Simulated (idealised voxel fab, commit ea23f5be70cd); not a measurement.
process module | voxel ribs on slabs
cross-section cut | 145 nm wide | cells 5 nm
A cross-section is a grid of square cells, given in bands from the top down. A band is one or more rows of cells.
Each band's line starts with the height of the band's top and of its bottom, in nm. Then come its materials from left to right, each with its width in nm. One material with "throughout" fills the band from edge to edge. "air" is empty space.
Height 0 is the level under which the wafer as received is all one material. The lowest band goes on downwards, as in "0 down".
A width such as "30 to 40" changes by the same amount from each row of cells to the next, from the band's top row to its bottom row.
"no change" after a step means that no cell of the cross-section changed.
closed voids: empty space of 8 cells or more with no open way to the top, each as width x height at its distance from the left edge, in nm
after a step's settings: what the simulator itself notes on the step
overlay nm, on a step with a mask: how far to the right of its planned place the mask lay; to the left if negative
plan
1 op RECEIVE | material Si
2 op DIRECTIONAL_DEP | material SiO2 | thk nm 30
3 op DIRECTIONAL_DEP | material polySi | thk nm 15
4 op MASKED_ETCH | tone cover | mask id RIB | width nm 25 | etch materials polySi | depth nm 5 | overlay nm 0
5 op PATTERN | tone cover | mask id SLAB | material resist | width nm 65 | thk nm 20 | overlay nm 0
6 op DIRECTIONAL_ETCH | etch materials polySi | depth nm 10
7 op STRIP | etch materials resist
8 op FILL_DEP | material SiO2 | thk nm 30
9 op CMP | height nm 65
10 op DIRECTIONAL_DEP | material TiN | thk nm 10
11 op PATTERN | tone cover | mask id HEATER | material resist | width nm 35 | thk nm 15 | overlay nm 0
12 op DIRECTIONAL_ETCH | etch materials TiN | depth nm 10
13 op STRIP | etch materials resist
14 op CONFORMAL_DEP | material SiO2 | thk nm 5
as received, after step 1
  0 down: Si throughout
  closed voids: none
first wafer at the end, as planned
  80 to 75: air 50 | SiO2 45 | air 50
  75 to 70: air 50 | SiO2 5 | TiN 35 | SiO2 5 | air 50
  70 to 65: SiO2 55 | TiN 35 | SiO2 55
  65 to 45: SiO2 throughout
  45 to 40: SiO2 60 | polySi 25 | SiO2 60
  40 to 30: SiO2 40 | polySi 65 | SiO2 40
  30 to 0: SiO2 throughout
  0 down: Si throughout
  closed voids: none
second wafer at the end: like start, like plan, one mistake
  80 to 75: air 50 | SiO2 45 | air 50
  75 to 70: air 50 | SiO2 5 | TiN 35 | SiO2 5 | air 50
  70 to 65: SiO2 55 | TiN 35 | SiO2 55
  65 to 15: SiO2 throughout
  15 to 0: polySi throughout
  0 down: Si throughout
  closed voids: none
what went wrong: steps 2 and 3 were swapped
at the end the second wafer has, in cells: 56 fewer of SiO2 | 56 more of polySi
